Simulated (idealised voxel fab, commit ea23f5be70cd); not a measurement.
process module | voxel gate over fins
cross-section cut | 300 nm wide | cells 5 nm
A cross-section is a grid of square cells, given in bands from the top down. A band is one or more rows of cells.
Each band's line starts with the height of the band's top and of its bottom, in nm. Then come its materials from left to right, each with its width in nm. One material with "throughout" fills the band from edge to edge. "air" is empty space.
Height 0 is the level under which the wafer as received is all one material. The lowest band goes on downwards, as in "0 down".
A width such as "30 to 40" changes by the same amount from each row of cells to the next, from the band's top row to its bottom row.
"no change" after a step means that no cell of the cross-section changed.
closed voids: empty space of 8 cells or more with no open way to the top, each as width x height at its distance from the left edge, in nm
after a step's settings: what the simulator itself notes on the step
overlay nm, on a step with a mask: how far to the right of its planned place the mask lay; to the left if negative
plan
1 op RECEIVE | material Si
2 op CONFORMAL_DEP | material SiN | thk nm 5
3 op MASKED_ETCH | tone cover | mask id FINS | width nm 15 | pitch nm 45 | etch materials SiN | depth nm 5 | overlay nm 0
4 op MASKED_ETCH | tone cover | mask id FINS | width nm 15 | pitch nm 45 | etch materials Si | depth nm 35 | overlay nm 0
5 op FILL_DEP | material SiO2 | thk nm 5
6 op CMP | height nm 5
7 op SELECTIVE_ETCH | etch materials SiO2 | depth nm 20
8 op STRIP | etch materials SiN
9 op CONFORMAL_DEP | material HfO2 | thk nm 5
10 op CONFORMAL_DEP | material TiN | thk nm 5
11 op CONFORMAL_DEP | material TiAl | thk nm 5
12 op CONFORMAL_DEP | material TiN | thk nm 5
13 op FILL_DEP | material W | thk nm 10
14 op CMP | height nm 25
15 op CONFORMAL_DEP | material SiCN | thk nm 5
first wafer, as planned
as received, after step 1
  0 down: Si throughout
  closed voids: none
after step 2
  5 to 0: SiN throughout
  below 0: unchanged
after step 3
  5 to 0: air 120 | SiN 15 | air 30 | SiN 15 | air 120
  below 0: unchanged
after step 4
  5 to 0: air 120 | SiN 15 | air 30 | SiN 15 | air 120
  0 to -35: air 120 | Si 15 | air 30 | Si 15 | air 120
  below -35: unchanged
after step 5
  10 to 5: SiO2 throughout
  5 to 0: SiO2 120 | SiN 15 | SiO2 30 | SiN 15 | SiO2 120
  0 to -35: SiO2 120 | Si 15 | SiO2 30 | Si 15 | SiO2 120
  below -35: unchanged
after step 6
  5 to 0: SiO2 120 | SiN 15 | SiO2 30 | SiN 15 | SiO2 120
  below 0: unchanged
after step 7
  5 to 0: air 120 | SiN 15 | air 30 | SiN 15 | air 120
  0 to -15: air 120 | Si 15 | air 30 | Si 15 | air 120
  below -15: unchanged
after step 8
  0 to -15: air 120 | Si 15 | air 30 | Si 15 | air 120
  below -15: unchanged
after step 9
  5 to 0: air 115 | HfO2 25 | air 20 | HfO2 25 | air 115
  0 to -10: air 115 | HfO2 5 | Si 15 | HfO2 5 | air 20 | HfO2 5 | Si 15 | HfO2 5 | air 115
  -10 to -15: HfO2 120 | Si 15 | HfO2 30 | Si 15 | HfO2 120
  below -15: unchanged
after step 10
  10 to 5: air 110 | TiN 35 | air 10 | TiN 35 | air 110
  5 to 0: air 110 | TiN 5 | HfO2 25 | TiN 5 | air 10 | TiN 5 | HfO2 25 | TiN 5 | air 110
  0 to -5: air 110 | TiN 5 | HfO2 5 | Si 15 | HfO2 5 | TiN 5 | air 10 | TiN 5 | HfO2 5 | Si 15 | HfO2 5 | TiN 5 | air 110
  -5 to -10: TiN 115 | HfO2 5 | Si 15 | HfO2 5 | TiN 20 | HfO2 5 | Si 15 | HfO2 5 | TiN 115
  below -10: unchanged
after step 11
  15 to 10: air 105 | TiAl 90 | air 105
  10 to 5: air 105 | TiAl 5 | TiN 35 | TiAl 10 | TiN 35 | TiAl 5 | air 105
  5 to 0: air 105 | TiAl 5 | TiN 5 | HfO2 25 | TiN 5 | TiAl 10 | TiN 5 | HfO2 25 | TiN 5 | TiAl 5 | air 105
  0 to -5: TiAl 110 | TiN 5 | HfO2 5 | Si 15 | HfO2 5 | TiN 5 | TiAl 10 | TiN 5 | HfO2 5 | Si 15 | HfO2 5 | TiN 5 | TiAl 110
  below -5: unchanged
after step 12
  20 to 15: air 100 | TiN 100 | air 100
  15 to 10: air 100 | TiN 5 | TiAl 90 | TiN 5 | air 100
  10 to 5: air 100 | TiN 5 | TiAl 5 | TiN 35 | TiAl 10 | TiN 35 | TiAl 5 | TiN 5 | air 100
  5 to 0: TiN 105 | TiAl 5 | TiN 5 | HfO2 25 | TiN 5 | TiAl 10 | TiN 5 | HfO2 25 | TiN 5 | TiAl 5 | TiN 105
  below 0: unchanged
after step 13
  30 to 20: W throughout
  20 to 15: W 100 | TiN 100 | W 100
  15 to 10: W 100 | TiN 5 | TiAl 90 | TiN 5 | W 100
  10 to 5: W 100 | TiN 5 | TiAl 5 | TiN 35 | TiAl 10 | TiN 35 | TiAl 5 | TiN 5 | W 100
  below 5: unchanged
after step 14
  25 to 20: W throughout
  below 20: unchanged
after step 15
  30 to 25: SiCN throughout
  below 25: unchanged
second wafer: like start, like plan, one mistake. Through step 3 it matches the first wafer
when step 4 should have ended
  5 to 0: air 120 | SiN 15 | air 30 | SiN 15 | air 120
  0 to -70: air 120 | Si 15 | air 30 | Si 15 | air 120
  below -70: unchanged
when step 5 should have ended
  10 to 5: SiO2 throughout
  5 to 0: SiO2 120 | SiN 15 | SiO2 30 | SiN 15 | SiO2 120
  0 to -70: SiO2 120 | Si 15 | SiO2 30 | Si 15 | SiO2 120
  below -70: unchanged
when step 6 should have ended
  5 to 0: SiO2 120 | SiN 15 | SiO2 30 | SiN 15 | SiO2 120
  below 0: unchanged
when step 7 should have ended
  5 to 0: air 120 | SiN 15 | air 30 | SiN 15 | air 120
  0 to -15: air 120 | Si 15 | air 30 | Si 15 | air 120
  below -15: unchanged
when step 8 should have ended
  0 to -15: air 120 | Si 15 | air 30 | Si 15 | air 120
  below -15: unchanged
when step 9 should have ended
  5 to 0: air 115 | HfO2 25 | air 20 | HfO2 25 | air 115
  0 to -10: air 115 | HfO2 5 | Si 15 | HfO2 5 | air 20 | HfO2 5 | Si 15 | HfO2 5 | air 115
  -10 to -15: HfO2 120 | Si 15 | HfO2 30 | Si 15 | HfO2 120
  below -15: unchanged
when step 10 should have ended
  10 to 5: air 110 | TiN 35 | air 10 | TiN 35 | air 110
  5 to 0: air 110 | TiN 5 | HfO2 25 | TiN 5 | air 10 | TiN 5 | HfO2 25 | TiN 5 | air 110
  0 to -5: air 110 | TiN 5 | HfO2 5 | Si 15 | HfO2 5 | TiN 5 | air 10 | TiN 5 | HfO2 5 | Si 15 | HfO2 5 | TiN 5 | air 110
  -5 to -10: TiN 115 | HfO2 5 | Si 15 | HfO2 5 | TiN 20 | HfO2 5 | Si 15 | HfO2 5 | TiN 115
  below -10: unchanged
when step 11 should have ended
  15 to 10: air 105 | TiAl 90 | air 105
  10 to 5: air 105 | TiAl 5 | TiN 35 | TiAl 10 | TiN 35 | TiAl 5 | air 105
  5 to 0: air 105 | TiAl 5 | TiN 5 | HfO2 25 | TiN 5 | TiAl 10 | TiN 5 | HfO2 25 | TiN 5 | TiAl 5 | air 105
  0 to -5: TiAl 110 | TiN 5 | HfO2 5 | Si 15 | HfO2 5 | TiN 5 | TiAl 10 | TiN 5 | HfO2 5 | Si 15 | HfO2 5 | TiN 5 | TiAl 110
  below -5: unchanged
when step 12 should have ended
  20 to 15: air 100 | TiN 100 | air 100
  15 to 10: air 100 | TiN 5 | TiAl 90 | TiN 5 | air 100
  10 to 5: air 100 | TiN 5 | TiAl 5 | TiN 35 | TiAl 10 | TiN 35 | TiAl 5 | TiN 5 | air 100
  5 to 0: TiN 105 | TiAl 5 | TiN 5 | HfO2 25 | TiN 5 | TiAl 10 | TiN 5 | HfO2 25 | TiN 5 | TiAl 5 | TiN 105
  below 0: unchanged
when step 13 should have ended
  30 to 20: W throughout
  20 to 15: W 100 | TiN 100 | W 100
  15 to 10: W 100 | TiN 5 | TiAl 90 | TiN 5 | W 100
  10 to 5: W 100 | TiN 5 | TiAl 5 | TiN 35 | TiAl 10 | TiN 35 | TiAl 5 | TiN 5 | W 100
  below 5: unchanged
when step 14 should have ended
  25 to 20: W throughout
  below 20: unchanged
when step 15 should have ended
  30 to 25: SiCN throughout
  below 25: unchanged
what went wrong: step 4 was run twice
at the end the second wafer has, in cells: 378 fewer of Si | 378 more of SiO2
